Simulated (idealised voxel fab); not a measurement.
A process module follows: voxel self aligned contacts.
Xsec cut, 240 nm wide, square cell size 5 nm.
Cross-section, as written here: a square-cell grid given band by band from the top down, where a band holds one or more rows of cells. Heads up on the band format: heights come first, top then bottom, in nm. After that it's the materials left to right, each with its width in nm. A single material flagged "edge to edge" fills the whole band edge to edge, and "empty" means there's empty space there. Basically, 0 is our baseline, since under it the wafer straight out of the box is all one material. The bottom band has no lower end and keeps on going down, so it looks like "0..down". The two numbers in a width such as "30 to 40" mark its ends across the band: the first belongs to the top row of cells, the second to the bottom row, and from each row to the next the width moves by the same amount. Step marked "nothing got changed"? Then no cell in the cross-section changed in it. "Trapped void list" - sealed voids, min. 8 cells, no opening to top; format: width x height at distance (distance from left edge; nm throughout). Heads up: the bit after the settings on a step's line is the simulator's remark on that step. Each step line may optionally specify "overlay nm", which for a step with a mask gives the rightward distance between the mask's planned place and where it lay, a negative value indicating the leftward direction.
**Here's what the planned process steps look like**
- 1: RECEIVE [material Si]
- 2: OXIDIZE [depth nm 5]
- 3: DIRECTIONAL_DEP [material polySi] [thk nm 30]
- 4: DIRECTIONAL_DEP [material SiN] [thk nm 15]
- 5: MASKED_ETCH [tone cover] [mask id GATE] [width nm 30] [pitch nm 60] [etch materials SiN] [depth nm 15] [overlay nm 0]
- 6: MASKED_ETCH [tone cover] [mask id GATE] [width nm 30] [pitch nm 60] [etch materials polySi] [depth nm 30] [overlay nm 0]
- 7: CONFORMAL_DEP [material SiN] [thk nm 5]
- 8: DIRECTIONAL_ETCH [etch materials SiN] [depth nm 5]
- 9: FILL_DEP [material SiO2] [thk nm 20]
- 10: CMP [height nm 55]
- 11: DIRECTIONAL_DEP [material aC] [thk nm 15]
- 12: PATTERN [tone open] [mask id CONTACT] [material resist] [width nm 40] [thk nm 30] [overlay nm 0]
- 13: DIRECTIONAL_ETCH [etch materials aC] [depth nm 15]
- 14: STRIP [etch materials resist]
- 15: DIRECTIONAL_ETCH [etch materials SiO2] [depth nm 60]
- 16: STRIP [etch materials aC]
- 17: CONFORMAL_DEP [material TiN] [thk nm 5]
- 18: FILL_DEP [material Ru] [thk nm 5]
- 19: CMP [height nm 55]
- 20: CONFORMAL_DEP [material SiCN] [thk nm 5]
**As-received wafer cross-section (after step 1)**
* 0..down = Si edge to edge
* Trapped void list: none
**Run as planned - first of the two wafers cross-sectioned at the end of the module**
* 60..55 = SiCN edge to edge
* 55..45 = SiO2 100 nm | TiN 5 to 15 nm | Ru 30 to 10 nm | TiN 5 to 15 nm | SiO2 100 nm
* 45..30 = SiO2 70 nm | SiN 40 nm | TiN 5 nm | Ru 10 nm | TiN 5 nm | SiN 40 nm | SiO2 70 nm
* 30..0 = SiO2 70 nm | SiN 5 nm | polySi 30 nm | SiN 5 nm | TiN 5 nm | Ru 10 nm | TiN 5 nm | SiN 5 nm | polySi 30 nm | SiN 5 nm | SiO2 70 nm
* 0..-5 = SiO2 110 nm | TiN 20 nm | SiO2 110 nm
* -5..down = Si edge to edge
* Trapped void list: none
**Presented here is a cross-section of the second of the two wafers as it stood at the end of the module. It was started in the same manner and assigned the same plan as the first wafer; however, one mistake was made in its execution**
* 60..55 = SiCN edge to edge
* 55..50 = SiO2 100 nm | TiN 5 nm | Ru 30 nm | TiN 5 nm | SiO2 100 nm
* 50..45 = SiO2 100 nm | TiN 40 nm | SiO2 100 nm
* 45..30 = SiN 80 nm | SiO2 20 nm | SiN 40 nm | SiO2 20 nm | SiN 80 nm
* 30..0 = polySi edge to edge
* 0..-5 = SiO2 edge to edge
* -5..down = Si edge to edge
* Trapped void list: none
Run error: note that step 5 departed from the planned setting and was carried out as MASKED_ETCH [tone open] [mask id GATE] [width nm 30] [pitch nm 60] [etch materials SiN] [depth nm 15] [overlay nm 0]
Count the cells at the end and the second wafer has more or fewer of some materials than the first: -20 Ru; +48 SiN; -224 SiO2; -20 TiN; +216 polySi
